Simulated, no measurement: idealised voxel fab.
process module | voxel transistor to metal
The width of the displayed cross-section, cut, is 155 nm; its cells are square, with a size of 5 nm.
A cross-section in this document is a grid of square cells, and it is written down as bands, the top band listed before the ones below it; a band is made up of one or more rows of cells. Top, bottom (nm), then materials left to right with widths (nm); lone material tagged "throughout" fills the whole band edge to edge; "empty" = empty space. Ref level 0: as-received wafer is one material below here. Bottom band extends down with no lower bound ("0 and below"). A width such as "30->40" changes by the same amount from each row of cells to the next, from the band's top row to its bottom row. Where a step carries "no modification", the cross-section came out of it unchanged, cell for cell. Closed empty spaces (no open way to the top) of 8 cells or more are what "Sealed voids" lists, each as width x height at distance from the left edge, nm for all three. On each step's line, the part that comes after the settings is the simulator's own comment on the step. Each step line may optionally specify "overlay nm", which for a step with a mask gives the rightward distance between the mask's planned place and where it lay, a negative value indicating the leftward direction.
## The process steps that were planned are listed below
| 1 | op RECEIVE | material Si |
| 2 | op OXIDIZE | depth nm 5 |
| 3 | op CONFORMAL_DEP | material SiN | thk nm 15 |
| 4 | op DIRECTIONAL_DEP | material aC | thk nm 15 |
| 5 | op PATTERN | tone cover | mask id ACTIVE | material resist | width nm 110 | thk nm 35 | overlay nm 0 |
| 6 | op DIRECTIONAL_ETCH | etch materials aC | depth nm 15 |
| 7 | op STRIP | etch materials resist |
| 8 | op DIRECTIONAL_ETCH | etch materials SiN | depth nm 15 |
| 9 | op DIRECTIONAL_ETCH | etch materials SiO2 | depth nm 5 |
| 10 | op DIRECTIONAL_ETCH | etch materials Si | depth nm 35 |
| 11 | op STRIP | etch materials aC |
| 12 | op OXIDIZE | depth nm 5 |
| 13 | op FILL_DEP | material SiO2 | thk nm 15 |
| 14 | op CMP | height nm 15 |
| 15 | op SELECTIVE_ETCH | etch materials SiO2 | depth nm 10 |
| 16 | op STRIP | etch materials SiN |
| 17 | op SELECTIVE_ETCH | etch materials SiO2 | depth nm 5 |
| 18 | op OXIDIZE | depth nm 5 |
| 19 | op DIRECTIONAL_DEP | material polySi | thk nm 25 |
| 20 | op DIRECTIONAL_DEP | material SiCN | thk nm 10 |
| 21 | op DIRECTIONAL_DEP | material aC | thk nm 10 |
| 22 | op PATTERN | tone cover | mask id GATE | material resist | width nm 20 | thk nm 25 | overlay nm 0 |
| 23 | op DIRECTIONAL_ETCH | etch materials aC | depth nm 10 |
| 24 | op STRIP | etch materials resist |
| 25 | op DIRECTIONAL_ETCH | etch materials SiCN | depth nm 20 |
| 26 | op DIRECTIONAL_ETCH | etch materials polySi | depth nm 35 |
| 27 | op STRIP | etch materials aC |
| 28 | op CONFORMAL_DEP | material SiN | thk nm 5 |
| 29 | op DIRECTIONAL_ETCH | etch materials SiN | depth nm 5 |
| 30 | op DIRECTIONAL_ETCH | etch materials SiO2 | depth nm 5 |
| 31 | op DIRECTIONAL_ETCH | etch materials Si | depth nm 10 |
| 32 | op EPI | material pSi | thk nm 15 |
| 33 | op FILL_DEP | material SiO2 | thk nm 10 |
| 34 | op CMP | height nm 30 |
| 35 | op DIRECTIONAL_DEP | material SiO2 | thk nm 15 |
| 36 | op MASKED_ETCH | tone open | mask id CONTACT | width nm 30 | pitch nm 60 | etch materials SiO2 | depth nm 50 | overlay nm 0 |
| 37 | op CONFORMAL_DEP | material TiN | thk nm 5 |
| 38 | op FILL_DEP | material Ru | thk nm 10 |
| 39 | op CMP | height nm 45 |
| 40 | op CONFORMAL_DEP | material SiCN | thk nm 5 |
| 41 | op DIRECTIONAL_DEP | material SiO2 | thk nm 25 |
| 42 | op PATTERN | tone open | mask id METAL_1 | material resist | width nm 20 | pitch nm 70 | thk nm 20 | overlay nm 0 |
| 43 | op DIRECTIONAL_ETCH | etch materials SiO2 | depth nm 25 |
| 44 | op DIRECTIONAL_ETCH | etch materials SiCN | depth nm 5 |
| 45 | op STRIP | etch materials resist |
| 46 | op CONFORMAL_DEP | material TiN | thk nm 5 |
| 47 | op FILL_DEP | material W | thk nm 5 |
| 48 | op CMP | height nm 75 |
| 49 | op EPI | material Ru | thk nm 5 |
| 50 | op FILL_DEP | material SiCN | thk nm 5 |
## First of two wafers: run as planned
## Here's what the wafer looked like in cross-section when it arrived - that's after step 1
- 0 and below = Si throughout
- Sealed voids: none
## After step 2, in cross-section
- 0 down to -5 = SiO2 throughout
- No changes below -5.
## After step 3, in cross-section
- 15 down to 0 = SiN throughout
- No changes below 0.
## After step 4, in cross-section
- 30 down to 15 = aC throughout
- No changes below 15.
## After step 5, in cross-section
- 65 down to 30 = empty 20, then resist 110, then empty 25
- No changes below 30.
## After step 6, in cross-section
- 50 down to 30 = empty 20, then resist 110, then empty 25
- 30 down to 15 = empty 20, then aC 110, then empty 25
- No changes below 15.
## After step 7, in cross-section
- 30 down to 15 = empty 20, then aC 110, then empty 25
- No changes below 15.
## After step 8, in cross-section
- 30 down to 15 = empty 20, then aC 110, then empty 25
- 15 down to 0 = empty 20, then SiN 110, then empty 25
- No changes below 0.
## After step 9, in cross-section
- 30 down to 15 = empty 20, then aC 110, then empty 25
- 15 down to 0 = empty 20, then SiN 110, then empty 25
- 0 down to -5 = empty 20, then SiO2 110, then empty 25
- No changes below -5.
## After step 10, in cross-section
- 30 down to 15 = empty 20, then aC 110, then empty 25
- 15 down to 0 = empty 20, then SiN 110, then empty 25
- 0 down to -5 = empty 20, then SiO2 110, then empty 25
- -5 down to -40 = empty 20, then Si 110, then empty 25
- No changes below -40.
## After step 11, in cross-section
- 15 down to 0 = empty 20, then SiN 110, then empty 25
- No changes below 0.
## After step 12, in cross-section
- 15 down to 0 = empty 20, then SiN 110, then empty 25
- 0 down to -5 = empty 20, then SiO2 110, then empty 25
- -5 down to -40 = empty 20, then SiO2 5, then Si 100, then SiO2 5, then empty 25
- -40 down to -45 = SiO2 25, then Si 100, then SiO2 30
- No changes below -45.
## After step 13, in cross-section
- 30 down to 15 = SiO2 throughout
- 15 down to 0 = SiO2 20, then SiN 110, then SiO2 25
- 0 down to -5 = SiO2 throughout
- -5 down to -45 = SiO2 25, then Si 100, then SiO2 30
- No changes below -45.
## After step 14, in cross-section
- 15 down to 0 = SiO2 20, then SiN 110, then SiO2 25
- No changes below 0.
## After step 15, in cross-section
- 15 down to 5 = empty 20, then SiN 110, then empty 25
- No changes below 5.
## After step 16, in cross-section
- 5 down to 0 = SiO2 20, then empty 110, then SiO2 25
- No changes below 0.
## After step 17, in cross-section
- 0 down to -5 = SiO2 15, then empty 120, then SiO2 20
- No changes below -5.
## After step 18, in cross-section
- 0 down to -5 = SiO2 15, then empty 120, then SiO2 20
- -5 down to -10 = SiO2 throughout
- No changes below -10.
## After step 19, in cross-section
- 25 down to 20 = polySi 15, then empty 120, then polySi 20
- 20 down to 0 = polySi throughout
- 0 down to -5 = SiO2 15, then polySi 120, then SiO2 20
- No changes below -5.
## After step 20, in cross-section
- 35 down to 30 = SiCN 15, then empty 120, then SiCN 20
- 30 down to 25 = SiCN throughout
- 25 down to 20 = polySi 15, then SiCN 120, then polySi 20
- No changes below 20.
## After step 21, in cross-section
- 45 down to 40 = aC 15, then empty 120, then aC 20
- 40 down to 35 = aC throughout
- 35 down to 30 = SiCN 15, then aC 120, then SiCN 20
- No changes below 30.
## After step 22, in cross-section
- 70 down to 45 = empty 65, then resist 20, then empty 70
- 45 down to 40 = aC 15, then empty 50, then resist 20, then empty 50, then aC 20
- No changes below 40.
## After step 23, in cross-section
- 60 down to 40 = empty 65, then resist 20, then empty 70
- 40 down to 35 = empty 65, then aC 20, then empty 70
- 35 down to 30 = SiCN 15, then empty 50, then aC 20, then empty 50, then SiCN 20
- No changes below 30.
## After step 24, in cross-section
- 40 down to 35 = empty 65, then aC 20, then empty 70
- No changes below 35.
## After step 25, in cross-section
- 40 down to 30 = empty 65, then aC 20, then empty 70
- 30 down to 25 = empty 65, then SiCN 20, then empty 70
- 25 down to 20 = polySi 15, then empty 50, then SiCN 20, then empty 50, then polySi 20
- No changes below 20.
## After step 26, in cross-section
- 40 down to 30 = empty 65, then aC 20, then empty 70
- 30 down to 20 = empty 65, then SiCN 20, then empty 70
- 20 down to 0 = empty 65, then polySi 20, then empty 70
- 0 down to -5 = SiO2 15, then empty 50, then polySi 20, then empty 50, then SiO2 20
- No changes below -5.
## After step 27, in cross-section
- 30 down to 20 = empty 65, then SiCN 20, then empty 70
- No changes below 20.
## After step 28, in cross-section
- 35 down to 30 = empty 60, then SiN 30, then empty 65
- 30 down to 20 = empty 60, then SiN 5, then SiCN 20, then SiN 5, then empty 65
- 20 down to 5 = empty 60, then SiN 5, then polySi 20, then SiN 5, then empty 65
- 5 down to 0 = SiN 20, then empty 40, then SiN 5, then polySi 20, then SiN 5, then empty 40, then SiN 25
- 0 down to -5 = SiO2 15, then SiN 50, then polySi 20, then SiN 50, then SiO2 20
- No changes below -5.
## After step 29, in cross-section
- 30 down to 20 = empty 60, then SiN 5, then SiCN 20, then SiN 5, then empty 65
- 20 down to 0 = empty 60, then SiN 5, then polySi 20, then SiN 5, then empty 65
- 0 down to -5 = SiO2 15, then SiN 5, then empty 40, then SiN 5, then polySi 20, then SiN 5, then empty 40, then SiN 5, then SiO2 20
- No changes below -5.
## After step 30, in cross-section
- 30 down to 20 = empty 60, then SiN 5, then SiCN 20, then SiN 5, then empty 65
- 20 down to 0 = empty 60, then SiN 5, then polySi 20, then SiN 5, then empty 65
- 0 down to -5 = empty 15, then SiN 5, then empty 40, then SiN 5, then polySi 20, then SiN 5, then empty 40, then SiN 5, then empty 20
- -5 down to -10 = SiO2 20, then empty 40, then SiO2 30, then empty 40, then SiO2 25
- No changes below -10.
## After step 31, in cross-section
- 30 down to 20 = empty 60, then SiN 5, then SiCN 20, then SiN 5, then empty 65
- 20 down to 0 = empty 60, then SiN 5, then polySi 20, then SiN 5, then empty 65
- 0 down to -5 = empty 15, then SiN 5, then empty 40, then SiN 5, then polySi 20, then SiN 5, then empty 40, then SiN 5, then empty 20
- -5 down to -10 = SiO2 20, then empty 40, then SiO2 30, then empty 40, then SiO2 25
- -10 down to -20 = SiO2 25, then empty 35, then Si 30, then empty 35, then SiO2 30
- No changes below -20.
## After step 32, in cross-section
- 30 down to 20 = empty 60, then SiN 5, then SiCN 20, then SiN 5, then empty 65
- 20 down to 5 = empty 60, then SiN 5, then polySi 20, then SiN 5, then empty 65
- 5 down to 0 = empty 45, then pSi 15, then SiN 5, then polySi 20, then SiN 5, then pSi 15, then empty 50
- 0 down to -5 = empty 15, then SiN 5, then empty 25, then pSi 15, then SiN 5, then polySi 20, then SiN 5, then pSi 15, then empty 25, then SiN 5, then empty 20
- -5 down to -10 = SiO2 20, then pSi 40, then SiO2 30, then pSi 40, then SiO2 25
- -10 down to -20 = SiO2 25, then pSi 35, then Si 30, then pSi 35, then SiO2 30
- No changes below -20.
## After step 33, in cross-section
- 40 down to 30 = SiO2 throughout
- 30 down to 20 = SiO2 60, then SiN 5, then SiCN 20, then SiN 5, then SiO2 65
- 20 down to 5 = SiO2 60, then SiN 5, then polySi 20, then SiN 5, then SiO2 65
- 5 down to 0 = SiO2 45, then pSi 15, then SiN 5, then polySi 20, then SiN 5, then pSi 15, then SiO2 50
- 0 down to -5 = SiO2 15, then SiN 5, then SiO2 25, then pSi 15, then SiN 5, then polySi 20, then SiN 5, then pSi 15, then SiO2 25, then SiN 5, then SiO2 20
- No changes below -5.
## After step 34, in cross-section
- 30 down to 20 = SiO2 60, then SiN 5, then SiCN 20, then SiN 5, then SiO2 65
- No changes below 20.
## After step 35, in cross-section
- 45 down to 30 = SiO2 throughout
- No changes below 30.
## After step 36, in cross-section
- 45 down to 30 = SiO2 30, then empty 30, then SiO2 30, then empty 30, then SiO2 35
- 30 down to 20 = SiO2 30, then empty 30, then SiN 5, then SiCN 20, then SiN 5, then empty 30, then SiO2 35
- 20 down to 5 = SiO2 30, then empty 30, then SiN 5, then polySi 20, then SiN 5, then empty 30, then SiO2 35
- 5 down to 0 = SiO2 30, then empty 15, then pSi 15, then SiN 5, then polySi 20, then SiN 5, then pSi 15, then empty 15, then SiO2 35
- 0 down to -5 = SiO2 15, then SiN 5, then SiO2 10, then empty 15, then pSi 15, then SiN 5, then polySi 20, then SiN 5, then pSi 15, then empty 15, then SiO2 10, then SiN 5, then SiO2 20
- No changes below -5.
## After step 37, in cross-section
- 50 down to 45 = TiN 35, then empty 20, then TiN 40, then empty 20, then TiN 40
- 45 down to 30 = SiO2 30, then TiN 5, then empty 20, then TiN 5, then SiO2 30, then TiN 5, then empty 20, then TiN 5, then SiO2 35
- 30 down to 20 = SiO2 30, then TiN 5, then empty 20, then TiN 5, then SiN 5, then SiCN 20, then SiN 5, then TiN 5, then empty 20, then TiN 5, then SiO2 35
- 20 down to 10 = SiO2 30, then TiN 5, then empty 20, then TiN 5, then SiN 5, then polySi 20, then SiN 5, then TiN 5, then empty 20, then TiN 5, then SiO2 35
- 10 down to 5 = SiO2 30, then TiN 5, then empty 5, then TiN 20, then SiN 5, then polySi 20, then SiN 5, then TiN 20, then empty 5, then TiN 5, then SiO2 35
- 5 down to 0 = SiO2 30, then TiN 5, then empty 5, then TiN 5, then pSi 15, then SiN 5, then polySi 20, then SiN 5, then pSi 15, then TiN 5, then empty 5, then TiN 5, then SiO2 35
- 0 down to -5 = SiO2 15, then SiN 5, then SiO2 10, then TiN 15, then pSi 15, then SiN 5, then polySi 20, then SiN 5, then pSi 15, then TiN 15, then SiO2 10, then SiN 5, then SiO2 20
- No changes below -5.
## After step 38, in cross-section
- 60 down to 50 = Ru throughout
- 50 down to 45 = TiN 35, then Ru 20, then TiN 40, then Ru 20, then TiN 40
- 45 down to 30 = SiO2 30, then TiN 5, then Ru 20, then TiN 5, then SiO2 30, then TiN 5, then Ru 20, then TiN 5, then SiO2 35
- 30 down to 20 = SiO2 30, then TiN 5, then Ru 20, then TiN 5, then SiN 5, then SiCN 20, then SiN 5, then TiN 5, then Ru 20, then TiN 5, then SiO2 35
- 20 down to 10 = SiO2 30, then TiN 5, then Ru 20, then TiN 5, then SiN 5, then polySi 20, then SiN 5, then TiN 5, then Ru 20, then TiN 5, then SiO2 35
- 10 down to 5 = SiO2 30, then TiN 5, then Ru 5, then TiN 20, then SiN 5, then polySi 20, then SiN 5, then TiN 20, then Ru 5, then TiN 5, then SiO2 35
- 5 down to 0 = SiO2 30, then TiN 5, then Ru 5, then TiN 5, then pSi 15, then SiN 5, then polySi 20, then SiN 5, then pSi 15, then TiN 5, then Ru 5, then TiN 5, then SiO2 35
- No changes below 0.
## After step 39, in cross-section
- 45 down to 30 = SiO2 30, then TiN 5, then Ru 20, then TiN 5, then SiO2 30, then TiN 5, then Ru 20, then TiN 5, then SiO2 35
- No changes below 30.
## After step 40, in cross-section
- 50 down to 45 = SiCN throughout
- No changes below 45.
## After step 41, in cross-section
- 75 down to 50 = SiO2 throughout
- No changes below 50.
## After step 42, in cross-section
- 95 down to 75 = resist 30, then empty 20, then resist 50, then empty 20, then resist 35
- No changes below 75.
## After step 43, in cross-section
- 95 down to 75 = resist 30, then empty 20, then resist 50, then empty 20, then resist 35
- 75 down to 50 = SiO2 30, then empty 20, then SiO2 50, then empty 20, then SiO2 35
- No changes below 50.
## After step 44, in cross-section
- 95 down to 75 = resist 30, then empty 20, then resist 50, then empty 20, then resist 35
- 75 down to 50 = SiO2 30, then empty 20, then SiO2 50, then empty 20, then SiO2 35
- 50 down to 45 = SiCN 30, then empty 20, then SiCN 50, then empty 20, then SiCN 35
- No changes below 45.
## After step 45, in cross-section
- 75 down to 50 = SiO2 30, then empty 20, then SiO2 50, then empty 20, then SiO2 35
- No changes below 50.
## After step 46, in cross-section
- 80 down to 75 = TiN 35, then empty 10, then TiN 60, then empty 10, then TiN 40
- 75 down to 50 = SiO2 30, then TiN 5, then empty 10, then TiN 5, then SiO2 50, then TiN 5, then empty 10, then TiN 5, then SiO2 35
- 50 down to 45 = SiCN 30, then TiN 20, then SiCN 50, then TiN 20, then SiCN 35
- No changes below 45.
## After step 47, in cross-section
- 85 down to 80 = W throughout
- 80 down to 75 = TiN 35, then W 10, then TiN 60, then W 10, then TiN 40
- 75 down to 50 = SiO2 30, then TiN 5, then W 10, then TiN 5, then SiO2 50, then TiN 5, then W 10, then TiN 5, then SiO2 35
- No changes below 50.
## After step 48, in cross-section
- 75 down to 50 = SiO2 30, then TiN 5, then W 10, then TiN 5, then SiO2 50, then TiN 5, then W 10, then TiN 5, then SiO2 35
- No changes below 50.
## After step 49, in cross-section
- 80 down to 75 = empty 25, then Ru 30, then empty 40, then Ru 30, then empty 30
- No changes below 75.
## After step 50, in cross-section
- 85 down to 80 = SiCN throughout
- 80 down to 75 = SiCN 25, then Ru 30, then SiCN 40, then Ru 30, then SiCN 30
- No changes below 75.
## Regarding the second of the two wafers: it shared the first wafer's starting condition and process plan, yet one error occurred during its execution. Its history coincides with that of the first wafer up to and including step 41
## Second wafer, cut view, end of step 42 per plan
- 95 down to 75 = resist 40, then empty 20, then resist 50, then empty 20, then resist 25
- No changes below 75.
## Second wafer, cut view, end of step 43 per plan
- 95 down to 75 = resist 40, then empty 20, then resist 50, then empty 20, then resist 25
- 75 down to 50 = SiO2 40, then empty 20, then SiO2 50, then empty 20, then SiO2 25
- No changes below 50.
## Second wafer, cut view, end of step 44 per plan
- 95 down to 75 = resist 40, then empty 20, then resist 50, then empty 20, then resist 25
- 75 down to 50 = SiO2 40, then empty 20, then SiO2 50, then empty 20, then SiO2 25
- 50 down to 45 = SiCN 40, then empty 20, then SiCN 50, then empty 20, then SiCN 25
- No changes below 45.
## Second wafer, cut view, end of step 45 per plan
- 75 down to 50 = SiO2 40, then empty 20, then SiO2 50, then empty 20, then SiO2 25
- No changes below 50.
## Second wafer, cut view, end of step 46 per plan
- 80 down to 75 = TiN 45, then empty 10, then TiN 60, then empty 10, then TiN 30
- 75 down to 50 = SiO2 40, then TiN 5, then empty 10, then TiN 5, then SiO2 50, then TiN 5, then empty 10, then TiN 5, then SiO2 25
- 50 down to 45 = SiCN 40, then TiN 20, then SiCN 50, then TiN 20, then SiCN 25
- No changes below 45.
## Second wafer, cut view, end of step 47 per plan
- 85 down to 80 = W throughout
- 80 down to 75 = TiN 45, then W 10, then TiN 60, then W 10, then TiN 30
- 75 down to 50 = SiO2 40, then TiN 5, then W 10, then TiN 5, then SiO2 50, then TiN 5, then W 10, then TiN 5, then SiO2 25
- No changes below 50.
## Second wafer, cut view, end of step 48 per plan
- 75 down to 50 = SiO2 40, then TiN 5, then W 10, then TiN 5, then SiO2 50, then TiN 5, then W 10, then TiN 5, then SiO2 25
- No changes below 50.
## Second wafer, cut view, end of step 49 per plan
- 80 down to 75 = empty 35, then Ru 30, then empty 40, then Ru 30, then empty 20
- No changes below 75.
## Second wafer, cut view, end of step 50 per plan
- 85 down to 80 = SiCN throughout
- 80 down to 75 = SiCN 35, then Ru 30, then SiCN 40, then Ru 30, then SiCN 20
- No changes below 75.
What was the processing mistake? so step 42 ended up running with a different setting than we planned, it ran as op PATTERN | tone open | mask id METAL_1 | material resist | width nm 20 | pitch nm 70 | thk nm 20 | overlay nm 10
At the end, the second wafer has the same number of cells of each material as the first, but those cells sit in other places.
